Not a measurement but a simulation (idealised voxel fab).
process module | voxel spacer lines
cross-section cut | 300 nm wide | cells 5 nm
A cross-section is a grid of square cells, given in bands from the top down. A band is one or more rows of cells.
Each band's line starts with the height of the band's top and of its bottom, in nm. Then come its materials from left to right, each with its width in nm. One material with "throughout" fills the band from edge to edge. "air" is empty space.
Height 0 is the level under which the wafer as received is all one material. The lowest band goes on downwards, as in "0 down".
A width such as "30 to 40" changes by the same amount from each row of cells to the next, from the band's top row to its bottom row.
"no change" after a step means that no cell of the cross-section changed.
closed voids: empty space of 8 cells or more with no open way to the top, each as width x height at its distance from the left edge, in nm
after a step's settings: what the simulator itself notes on the step
overlay nm, on a step with a mask: how far to the right of its planned place the mask lay; to the left if negative
Each pair below shows a cross-section before one step and the cross-section after it, down to the lowest band that changed. The line under each pair gives the step between them, with its settings. The pairs can come from different runs of this module on the same starting wafer, so a pair continues from the pair above only where its "before" says so.
before
  0 down: Si throughout
  closed voids: none
after
  10 to 0: Al2O3 throughout
  below 0: unchanged
  closed voids: none
the step between: op CONFORMAL_DEP | material Al2O3 | thk nm 10
before: the cross-section after the pair above
after
  25 to 10: TiN throughout
  below 10: unchanged
  closed voids: none
the step between: op DIRECTIONAL_DEP | material TiN | thk nm 15
before: the cross-section after the pair above
after
  55 to 25: aC throughout
  below 25: unchanged
  closed voids: none
the step between: op DIRECTIONAL_DEP | material aC | thk nm 30
before: the cross-section after the pair above
after
  90 to 55: air 80 | resist 20 | air 40 | resist 20 | air 40 | resist 20 | air 80
  below 55: unchanged
  closed voids: none
the step between: op PATTERN | tone cover | mask id MANDREL | material resist | width nm 20 | pitch nm 60 | thk nm 35 | overlay nm 0
before: the cross-section after the pair above
after
  60 to 55: air 80 | resist 20 | air 40 | resist 20 | air 40 | resist 20 | air 80
  55 to 25: air 80 | aC 20 | air 40 | aC 20 | air 40 | aC 20 | air 80
  below 25: unchanged
  closed voids: none
the step between: op DIRECTIONAL_ETCH | etch materials aC | depth nm 30
before: the cross-section after the pair above
after
  55 to 25: air 80 | aC 20 | air 40 | aC 20 | air 40 | aC 20 | air 80
  below 25: unchanged
  closed voids: none
the step between: op STRIP | etch materials resist
before: the cross-section after the pair above
after
  65 to 55: air 70 | SiO2 40 | air 20 | SiO2 40 | air 20 | SiO2 40 | air 70
  55 to 35: air 70 | SiO2 10 | aC 20 | SiO2 10 | air 20 | SiO2 10 | aC 20 | SiO2 10 | air 20 | SiO2 10 | aC 20 | SiO2 10 | air 70
  35 to 25: SiO2 80 | aC 20 | SiO2 40 | aC 20 | SiO2 40 | aC 20 | SiO2 80
  below 25: unchanged
  closed voids: none
the step between: op CONFORMAL_DEP | material SiO2 | thk nm 10
before: the cross-section after the pair above
after
  55 to 25: air 70 | SiO2 10 | aC 20 | SiO2 10 | air 20 | SiO2 10 | aC 20 | SiO2 10 | air 20 | SiO2 10 | aC 20 | SiO2 10 | air 70
  below 25: unchanged
  closed voids: none
the step between: op DIRECTIONAL_ETCH | etch materials SiO2 | depth nm 10
before: the cross-section after the pair above
after
  55 to 25: air 70 | SiO2 10 | air 20 | SiO2 10 | air 20 | SiO2 10 | air 20 | SiO2 10 | air 20 | SiO2 10 | air 20 | SiO2 10 | air 70
  below 25: unchanged
  closed voids: none
the step between: op STRIP | etch materials aC
before: the cross-section after the pair above
after
  55 to 25: air 70 | SiO2 10 | air 20 | SiO2 10 | air 20 | SiO2 10 | air 20 | SiO2 10 | air 20 | SiO2 10 | air 20 | SiO2 10 | air 70
  25 to 10: air 70 | TiN 10 | air 20 | TiN 10 | air 20 | TiN 10 | air 20 | TiN 10 | air 20 | TiN 10 | air 20 | TiN 10 | air 70
  below 10: unchanged
  closed voids: none
the step between: op DIRECTIONAL_ETCH | etch materials TiN | depth nm 15
before: the cross-section after the pair above
after
  25 to 10: air 70 | TiN 10 | air 20 | TiN 10 | air 20 | TiN 10 | air 20 | TiN 10 | air 20 | TiN 10 | air 20 | TiN 10 | air 70
  below 10: unchanged
  closed voids: none
the step between: op STRIP | etch materials SiO2
before
  0 down: Si throughout
  closed voids: none
after
  15 to 0: TiN throughout
  below 0: unchanged
  closed voids: none
the step between: op DIRECTIONAL_DEP | material TiN | thk nm 15
before: the cross-section after the pair above
after
  45 to 15: aC throughout
  below 15: unchanged
  closed voids: none
the step between: op DIRECTIONAL_DEP | material aC | thk nm 30
before: the cross-section after the pair above
after
  80 to 45: air 80 | resist 20 | air 40 | resist 20 | air 40 | resist 20 | air 80
  below 45: unchanged
  closed voids: none
the step between: op PATTERN | tone cover | mask id MANDREL | material resist | width nm 20 | pitch nm 60 | thk nm 35 | overlay nm 0
before: the cross-section after the pair above
after
  50 to 45: air 80 | resist 20 | air 40 | resist 20 | air 40 | resist 20 | air 80
  45 to 15: air 80 | aC 20 | air 40 | aC 20 | air 40 | aC 20 | air 80
  below 15: unchanged
  closed voids: none
the step between: op DIRECTIONAL_ETCH | etch materials aC | depth nm 30
before: the cross-section after the pair above
after
  45 to 15: air 80 | aC 20 | air 40 | aC 20 | air 40 | aC 20 | air 80
  below 15: unchanged
  closed voids: none
the step between: op STRIP | etch materials resist
before: the cross-section after the pair above
after
  55 to 45: air 70 | SiO2 40 | air 20 | SiO2 40 | air 20 | SiO2 40 | air 70
  45 to 25: air 70 | SiO2 10 | aC 20 | SiO2 10 | air 20 | SiO2 10 | aC 20 | SiO2 10 | air 20 | SiO2 10 | aC 20 | SiO2 10 | air 70
  25 to 15: SiO2 80 | aC 20 | SiO2 40 | aC 20 | SiO2 40 | aC 20 | SiO2 80
  below 15: unchanged
  closed voids: none
the step between: op CONFORMAL_DEP | material SiO2 | thk nm 10
before: the cross-section after the pair above
after
  45 to 15: air 70 | SiO2 10 | aC 20 | SiO2 10 | air 20 | SiO2 10 | aC 20 | SiO2 10 | air 20 | SiO2 10 | aC 20 | SiO2 10 | air 70
  below 15: unchanged
  closed voids: none
the step between: op DIRECTIONAL_ETCH | etch materials SiO2 | depth nm 10
before: the cross-section after the pair above
after
  45 to 15: air 70 | SiO2 10 | air 20 | SiO2 10 | air 20 | SiO2 10 | air 20 | SiO2 10 | air 20 | SiO2 10 | air 20 | SiO2 10 | air 70
  below 15: unchanged
  closed voids: none
the step between: op STRIP | etch materials aC
before: the cross-section after the pair above
after
  45 to 15: air 70 | SiO2 10 | air 20 | SiO2 10 | air 20 | SiO2 10 | air 20 | SiO2 10 | air 20 | SiO2 10 | air 20 | SiO2 10 | air 70
  15 to 0: air 70 | TiN 10 | air 20 | TiN 10 | air 20 | TiN 10 | air 20 | TiN 10 | air 20 | TiN 10 | air 20 | TiN 10 | air 70
  below 0: unchanged
  closed voids: none
the step between: op DIRECTIONAL_ETCH | etch materials TiN | depth nm 15
before: the cross-section after the pair above
after
  15 to 0: air 70 | TiN 10 | air 20 | TiN 10 | air 20 | TiN 10 | air 20 | TiN 10 | air 20 | TiN 10 | air 20 | TiN 10 | air 70
  below 0: unchanged
  closed voids: none
the step between: op STRIP | etch materials SiO2
before
  25 to 10: TiN throughout
  10 to 0: Al2O3 throughout
  0 down: Si throughout
  closed voids: none
after
  40 to 10: TiN throughout
  below 10: unchanged
  closed voids: none
the step between: op DIRECTIONAL_DEP | material TiN | thk nm 15
before: the cross-section after the pair above
after
  70 to 40: aC throughout
  below 40: unchanged
  closed voids: none
the step between: op DIRECTIONAL_DEP | material aC | thk nm 30
before: the cross-section after the pair above
after
  105 to 70: air 80 | resist 20 | air 40 | resist 20 | air 40 | resist 20 | air 80
  below 70: unchanged
  closed voids: none
the step between: op PATTERN | tone cover | mask id MANDREL | material resist | width nm 20 | pitch nm 60 | thk nm 35 | overlay nm 0
before: the cross-section after the pair above
after
  75 to 70: air 80 | resist 20 | air 40 | resist 20 | air 40 | resist 20 | air 80
  70 to 40: air 80 | aC 20 | air 40 | aC 20 | air 40 | aC 20 | air 80
  below 40: unchanged
  closed voids: none
the step between: op DIRECTIONAL_ETCH | etch materials aC | depth nm 30
before: the cross-section after the pair above
after
  70 to 40: air 80 | aC 20 | air 40 | aC 20 | air 40 | aC 20 | air 80
  below 40: unchanged
  closed voids: none
the step between: op STRIP | etch materials resist
before: the cross-section after the pair above
after
  80 to 70: air 70 | SiO2 40 | air 20 | SiO2 40 | air 20 | SiO2 40 | air 70
  70 to 50: air 70 | SiO2 10 | aC 20 | SiO2 10 | air 20 | SiO2 10 | aC 20 | SiO2 10 | air 20 | SiO2 10 | aC 20 | SiO2 10 | air 70
  50 to 40: SiO2 80 | aC 20 | SiO2 40 | aC 20 | SiO2 40 | aC 20 | SiO2 80
  below 40: unchanged
  closed voids: none
the step between: op CONFORMAL_DEP | material SiO2 | thk nm 10
before: the cross-section after the pair above
after
  70 to 40: air 70 | SiO2 10 | aC 20 | SiO2 10 | air 20 | SiO2 10 | aC 20 | SiO2 10 | air 20 | SiO2 10 | aC 20 | SiO2 10 | air 70
  below 40: unchanged
  closed voids: none
the step between: op DIRECTIONAL_ETCH | etch materials SiO2 | depth nm 10
before: the cross-section after the pair above
after
  70 to 40: air 70 | SiO2 10 | air 20 | SiO2 10 | air 20 | SiO2 10 | air 20 | SiO2 10 | air 20 | SiO2 10 | air 20 | SiO2 10 | air 70
  below 40: unchanged
  closed voids: none
the step between: op STRIP | etch materials aC
before: the cross-section after the pair above
after
  70 to 40: air 70 | SiO2 10 | air 20 | SiO2 10 | air 20 | SiO2 10 | air 20 | SiO2 10 | air 20 | SiO2 10 | air 20 | SiO2 10 | air 70
  40 to 25: air 70 | TiN 10 | air 20 | TiN 10 | air 20 | TiN 10 | air 20 | TiN 10 | air 20 | TiN 10 | air 20 | TiN 10 | air 70
  below 25: unchanged
  closed voids: none
the step between: op DIRECTIONAL_ETCH | etch materials TiN | depth nm 15
before: the cross-section after the pair above
after
  40 to 25: air 70 | TiN 10 | air 20 | TiN 10 | air 20 | TiN 10 | air 20 | TiN 10 | air 20 | TiN 10 | air 20 | TiN 10 | air 70
  below 25: unchanged
  closed voids: none
the step between: op STRIP | etch materials SiO2
before
  10 to 0: Al2O3 throughout
  0 down: Si throughout
  closed voids: none
after
  40 to 10: aC throughout
  below 10: unchanged
  closed voids: none
the step between: op DIRECTIONAL_DEP | material aC | thk nm 30
before: the cross-section after the pair above
after
  55 to 40: TiN throughout
  below 40: unchanged
  closed voids: none
the step between: op DIRECTIONAL_DEP | material TiN | thk nm 15
before: the cross-section after the pair above
after
  90 to 55: air 80 | resist 20 | air 40 | resist 20 | air 40 | resist 20 | air 80
  below 55: unchanged
  closed voids: none
the step between: op PATTERN | tone cover | mask id MANDREL | material resist | width nm 20 | pitch nm 60 | thk nm 35 | overlay nm 0
before: the cross-section after the pair above
after
  60 to 55: air 80 | resist 20 | air 40 | resist 20 | air 40 | resist 20 | air 80
  below 55: unchanged
  closed voids: none
the step between: op DIRECTIONAL_ETCH | etch materials aC | depth nm 30
before: the cross-section after the pair above
after
  55 to 40: TiN throughout
  below 40: unchanged
  closed voids: none
the step between: op STRIP | etch materials resist
before: the cross-section after the pair above
after
  65 to 55: SiO2 throughout
  below 55: unchanged
  closed voids: none
the step between: op CONFORMAL_DEP | material SiO2 | thk nm 10
before: the cross-section after the pair above
after
  55 to 40: TiN throughout
  below 40: unchanged
  closed voids: none
the step between: op DIRECTIONAL_ETCH | etch materials SiO2 | depth nm 10
before: the cross-section after the pair above
after
  40 to 10: aC throughout
  below 10: unchanged
  closed voids: none
the step between: op DIRECTIONAL_ETCH | etch materials TiN | depth nm 15
before
  10 to 0: Al2O3 throughout
  0 down: Si throughout
  closed voids: none
after
  15 to 10: TiN throughout
  below 10: unchanged
  closed voids: none
the step between: op DIRECTIONAL_DEP | material TiN | thk nm 5
before: the cross-section after the pair above
after
  45 to 15: aC throughout
  below 15: unchanged
  closed voids: none
the step between: op DIRECTIONAL_DEP | material aC | thk nm 30
before: the cross-section after the pair above
after
  80 to 45: air 80 | resist 20 | air 40 | resist 20 | air 40 | resist 20 | air 80
  below 45: unchanged
  closed voids: none
the step between: op PATTERN | tone cover | mask id MANDREL | material resist | width nm 20 | pitch nm 60 | thk nm 35 | overlay nm 0
before: the cross-section after the pair above
after
  50 to 45: air 80 | resist 20 | air 40 | resist 20 | air 40 | resist 20 | air 80
  45 to 15: air 80 | aC 20 | air 40 | aC 20 | air 40 | aC 20 | air 80
  below 15: unchanged
  closed voids: none
the step between: op DIRECTIONAL_ETCH | etch materials aC | depth nm 30
before: the cross-section after the pair above
after
  45 to 15: air 80 | aC 20 | air 40 | aC 20 | air 40 | aC 20 | air 80
  below 15: unchanged
  closed voids: none
the step between: op STRIP | etch materials resist
before: the cross-section after the pair above
after
  55 to 45: air 70 | SiO2 40 | air 20 | SiO2 40 | air 20 | SiO2 40 | air 70
  45 to 25: air 70 | SiO2 10 | aC 20 | SiO2 10 | air 20 | SiO2 10 | aC 20 | SiO2 10 | air 20 | SiO2 10 | aC 20 | SiO2 10 | air 70
  25 to 15: SiO2 80 | aC 20 | SiO2 40 | aC 20 | SiO2 40 | aC 20 | SiO2 80
  below 15: unchanged
  closed voids: none
the step between: op CONFORMAL_DEP | material SiO2 | thk nm 10
before: the cross-section after the pair above
after
  45 to 15: air 70 | SiO2 10 | aC 20 | SiO2 10 | air 20 | SiO2 10 | aC 20 | SiO2 10 | air 20 | SiO2 10 | aC 20 | SiO2 10 | air 70
  below 15: unchanged
  closed voids: none
the step between: op DIRECTIONAL_ETCH | etch materials SiO2 | depth nm 10
before: the cross-section after the pair above
after
  45 to 15: air 70 | SiO2 10 | air 20 | SiO2 10 | air 20 | SiO2 10 | air 20 | SiO2 10 | air 20 | SiO2 10 | air 20 | SiO2 10 | air 70
  below 15: unchanged
  closed voids: none
the step between: op STRIP | etch materials aC
before: the cross-section after the pair above
after
  45 to 15: air 70 | SiO2 10 | air 20 | SiO2 10 | air 20 | SiO2 10 | air 20 | SiO2 10 | air 20 | SiO2 10 | air 20 | SiO2 10 | air 70
  15 to 10: air 70 | TiN 10 | air 20 | TiN 10 | air 20 | TiN 10 | air 20 | TiN 10 | air 20 | TiN 10 | air 20 | TiN 10 | air 70
  below 10: unchanged
  closed voids: none
the step between: op DIRECTIONAL_ETCH | etch materials TiN | depth nm 15
before: the cross-section after the pair above
after
  15 to 10: air 70 | TiN 10 | air 20 | TiN 10 | air 20 | TiN 10 | air 20 | TiN 10 | air 20 | TiN 10 | air 20 | TiN 10 | air 70
  below 10: unchanged
  closed voids: none
the step between: op STRIP | etch materials SiO2
before
  55 to 25: aC throughout
  25 to 10: TiN throughout
  10 to 0: Al2O3 throughout
  0 down: Si throughout
  closed voids: none
after
  90 to 55: air 75 | resist 30 | air 30 | resist 30 | air 30 | resist 30 | air 75
  below 55: unchanged
  closed voids: none
the step between: op PATTERN | tone cover | mask id MANDREL | material resist | width nm 30 | pitch nm 60 | thk nm 35 | overlay nm 0
before: the cross-section after the pair above
after
  60 to 55: air 75 | resist 30 | air 30 | resist 30 | air 30 | resist 30 | air 75
  55 to 25: air 75 | aC 30 | air 30 | aC 30 | air 30 | aC 30 | air 75
  below 25: unchanged
  closed voids: none
the step between: op DIRECTIONAL_ETCH | etch materials aC | depth nm 30
before: the cross-section after the pair above
after
  55 to 25: air 75 | aC 30 | air 30 | aC 30 | air 30 | aC 30 | air 75
  below 25: unchanged
  closed voids: none
the step between: op STRIP | etch materials resist
before: the cross-section after the pair above
after
  65 to 55: air 65 | SiO2 50 | air 10 | SiO2 50 | air 10 | SiO2 50 | air 65
  55 to 35: air 65 | SiO2 10 | aC 30 | SiO2 10 | air 10 | SiO2 10 | aC 30 | SiO2 10 | air 10 | SiO2 10 | aC 30 | SiO2 10 | air 65
  35 to 25: SiO2 75 | aC 30 | SiO2 30 | aC 30 | SiO2 30 | aC 30 | SiO2 75
  below 25: unchanged
  closed voids: none
the step between: op CONFORMAL_DEP | material SiO2 | thk nm 10
before: the cross-section after the pair above
after
  55 to 25: air 65 | SiO2 10 | aC 30 | SiO2 10 | air 10 | SiO2 10 | aC 30 | SiO2 10 | air 10 | SiO2 10 | aC 30 | SiO2 10 | air 65
  below 25: unchanged
  closed voids: none
the step between: op DIRECTIONAL_ETCH | etch materials SiO2 | depth nm 10
before: the cross-section after the pair above
after
  55 to 25: air 65 | SiO2 10 | air 30 | SiO2 10 | air 10 | SiO2 10 | air 30 | SiO2 10 | air 10 | SiO2 10 | air 30 | SiO2 10 | air 65
  below 25: unchanged
  closed voids: none
the step between: op STRIP | etch materials aC
before: the cross-section after the pair above
after
  55 to 25: air 65 | SiO2 10 | air 30 | SiO2 10 | air 10 | SiO2 10 | air 30 | SiO2 10 | air 10 | SiO2 10 | air 30 | SiO2 10 | air 65
  25 to 10: air 65 | TiN 10 | air 30 | TiN 10 | air 10 | TiN 10 | air 30 | TiN 10 | air 10 | TiN 10 | air 30 | TiN 10 | air 65
  below 10: unchanged
  closed voids: none
the step between: op DIRECTIONAL_ETCH | etch materials TiN | depth nm 15
before: the cross-section after the pair above
after
  25 to 10: air 65 | TiN 10 | air 30 | TiN 10 | air 10 | TiN 10 | air 30 | TiN 10 | air 10 | TiN 10 | air 30 | TiN 10 | air 65
  below 10: unchanged
  closed voids: none
the step between: op STRIP | etch materials SiO2
before
  55 to 25: aC throughout
  25 to 10: TiN throughout
  10 to 0: Al2O3 throughout
  0 down: Si throughout
  closed voids: none
after
  90 to 55: air 75 | resist 20 | air 40 | resist 20 | air 40 | resist 20 | air 85
  below 55: unchanged
  closed voids: none
the step between: op PATTERN | tone cover | mask id MANDREL | material resist | width nm 20 | pitch nm 60 | thk nm 35 | overlay nm -5
before: the cross-section after the pair above
after
  60 to 55: air 75 | resist 20 | air 40 | resist 20 | air 40 | resist 20 | air 85
  55 to 25: air 75 | aC 20 | air 40 | aC 20 | air 40 | aC 20 | air 85
  below 25: unchanged
  closed voids: none
the step between: op DIRECTIONAL_ETCH | etch materials aC | depth nm 30
before: the cross-section after the pair above
after
  55 to 25: air 75 | aC 20 | air 40 | aC 20 | air 40 | aC 20 | air 85
  below 25: unchanged
  closed voids: none
the step between: op STRIP | etch materials resist
before: the cross-section after the pair above
after
  65 to 55: air 65 | SiO2 40 | air 20 | SiO2 40 | air 20 | SiO2 40 | air 75
  55 to 35: air 65 | SiO2 10 | aC 20 | SiO2 10 | air 20 | SiO2 10 | aC 20 | SiO2 10 | air 20 | SiO2 10 | aC 20 | SiO2 10 | air 75
  35 to 25: SiO2 75 | aC 20 | SiO2 40 | aC 20 | SiO2 40 | aC 20 | SiO2 85
  below 25: unchanged
  closed voids: none
the step between: op CONFORMAL_DEP | material SiO2 | thk nm 10
before: the cross-section after the pair above
after
  55 to 25: air 65 | SiO2 10 | aC 20 | SiO2 10 | air 20 | SiO2 10 | aC 20 | SiO2 10 | air 20 | SiO2 10 | aC 20 | SiO2 10 | air 75
  below 25: unchanged
  closed voids: none
the step between: op DIRECTIONAL_ETCH | etch materials SiO2 | depth nm 10
before: the cross-section after the pair above
after
  55 to 25: air 65 | SiO2 10 | air 20 | SiO2 10 | air 20 | SiO2 10 | air 20 | SiO2 10 | air 20 | SiO2 10 | air 20 | SiO2 10 | air 75
  below 25: unchanged
  closed voids: none
the step between: op STRIP | etch materials aC
before: the cross-section after the pair above
after
  55 to 25: air 65 | SiO2 10 | air 20 | SiO2 10 | air 20 | SiO2 10 | air 20 | SiO2 10 | air 20 | SiO2 10 | air 20 | SiO2 10 | air 75
  25 to 10: air 65 | TiN 10 | air 20 | TiN 10 | air 20 | TiN 10 | air 20 | TiN 10 | air 20 | TiN 10 | air 20 | TiN 10 | air 75
  below 10: unchanged
  closed voids: none
the step between: op DIRECTIONAL_ETCH | etch materials TiN | depth nm 15
before: the cross-section after the pair above
after
  25 to 10: air 65 | TiN 10 | air 20 | TiN 10 | air 20 | TiN 10 | air 20 | TiN 10 | air 20 | TiN 10 | air 20 | TiN 10 | air 75
  below 10: unchanged
  closed voids: none
the step between: op STRIP | etch materials SiO2
before
  25 to 10: TiN throughout
  10 to 0: Al2O3 throughout
  0 down: Si throughout
  closed voids: none
after
  55 to 10: TiN throughout
  below 10: unchanged
  closed voids: none
the step between: op DIRECTIONAL_DEP | material TiN | thk nm 30
before: the cross-section after the pair above
after
  90 to 55: air 80 | resist 20 | air 40 | resist 20 | air 40 | resist 20 | air 80
  below 55: unchanged
  closed voids: none
the step between: op PATTERN | tone cover | mask id MANDREL | material resist | width nm 20 | pitch nm 60 | thk nm 35 | overlay nm 0
before: the cross-section after the pair above
after
  60 to 55: air 80 | resist 20 | air 40 | resist 20 | air 40 | resist 20 | air 80
  below 55: unchanged
  closed voids: none
the step between: op DIRECTIONAL_ETCH | etch materials aC | depth nm 30
before: the cross-section after the pair above
after
  55 to 10: TiN throughout
  below 10: unchanged
  closed voids: none
the step between: op STRIP | etch materials resist
before: the cross-section after the pair above
after
  65 to 55: SiO2 throughout
  below 55: unchanged
  closed voids: none
the step between: op CONFORMAL_DEP | material SiO2 | thk nm 10
before: the cross-section after the pair above
after
  55 to 10: TiN throughout
  below 10: unchanged
  closed voids: none
the step between: op DIRECTIONAL_ETCH | etch materials SiO2 | depth nm 10
before: the cross-section after the pair above
after
  40 to 10: TiN throughout
  below 10: unchanged
  closed voids: none
the step between: op DIRECTIONAL_ETCH | etch materials TiN | depth nm 15
before
  55 to 25: aC throughout
  25 to 10: TiN throughout
  10 to 0: Al2O3 throughout
  0 down: Si throughout
  closed voids: none
after
  90 to 55: resist 80 | air 20 | resist 40 | air 20 | resist 40 | air 20 | resist 80
  below 55: unchanged
  closed voids: none
the step between: op PATTERN | tone open | mask id MANDREL | material resist | width nm 20 | pitch nm 60 | thk nm 35 | overlay nm 0
before: the cross-section after the pair above
after
  60 to 55: resist 80 | air 20 | resist 40 | air 20 | resist 40 | air 20 | resist 80
  55 to 25: aC 80 | air 20 | aC 40 | air 20 | aC 40 | air 20 | aC 80
  below 25: unchanged
  closed voids: none
the step between: op DIRECTIONAL_ETCH | etch materials aC | depth nm 30
before: the cross-section after the pair above
after
  55 to 25: aC 80 | air 20 | aC 40 | air 20 | aC 40 | air 20 | aC 80
  below 25: unchanged
  closed voids: none
the step between: op STRIP | etch materials resist
before: the cross-section after the pair above
after
  65 to 55: SiO2 throughout
  55 to 25: aC 80 | SiO2 20 | aC 40 | SiO2 20 | aC 40 | SiO2 20 | aC 80
  below 25: unchanged
  closed voids: none
the step between: op CONFORMAL_DEP | material SiO2 | thk nm 10
before: the cross-section after the pair above
after
  55 to 25: aC 80 | SiO2 20 | aC 40 | SiO2 20 | aC 40 | SiO2 20 | aC 80
  below 25: unchanged
  closed voids: none
the step between: op DIRECTIONAL_ETCH | etch materials SiO2 | depth nm 10
before: the cross-section after the pair above
after
  55 to 25: air 80 | SiO2 20 | air 40 | SiO2 20 | air 40 | SiO2 20 | air 80
  below 25: unchanged
  closed voids: none
the step between: op STRIP | etch materials aC
before: the cross-section after the pair above
after
  55 to 25: air 80 | SiO2 20 | air 40 | SiO2 20 | air 40 | SiO2 20 | air 80
  25 to 10: air 80 | TiN 20 | air 40 | TiN 20 | air 40 | TiN 20 | air 80
  below 10: unchanged
  closed voids: none
the step between: op DIRECTIONAL_ETCH | etch materials TiN | depth nm 15
before: the cross-section after the pair above
after
  25 to 10: air 80 | TiN 20 | air 40 | TiN 20 | air 40 | TiN 20 | air 80
  below 10: unchanged
  closed voids: none
the step between: op STRIP | etch materials SiO2
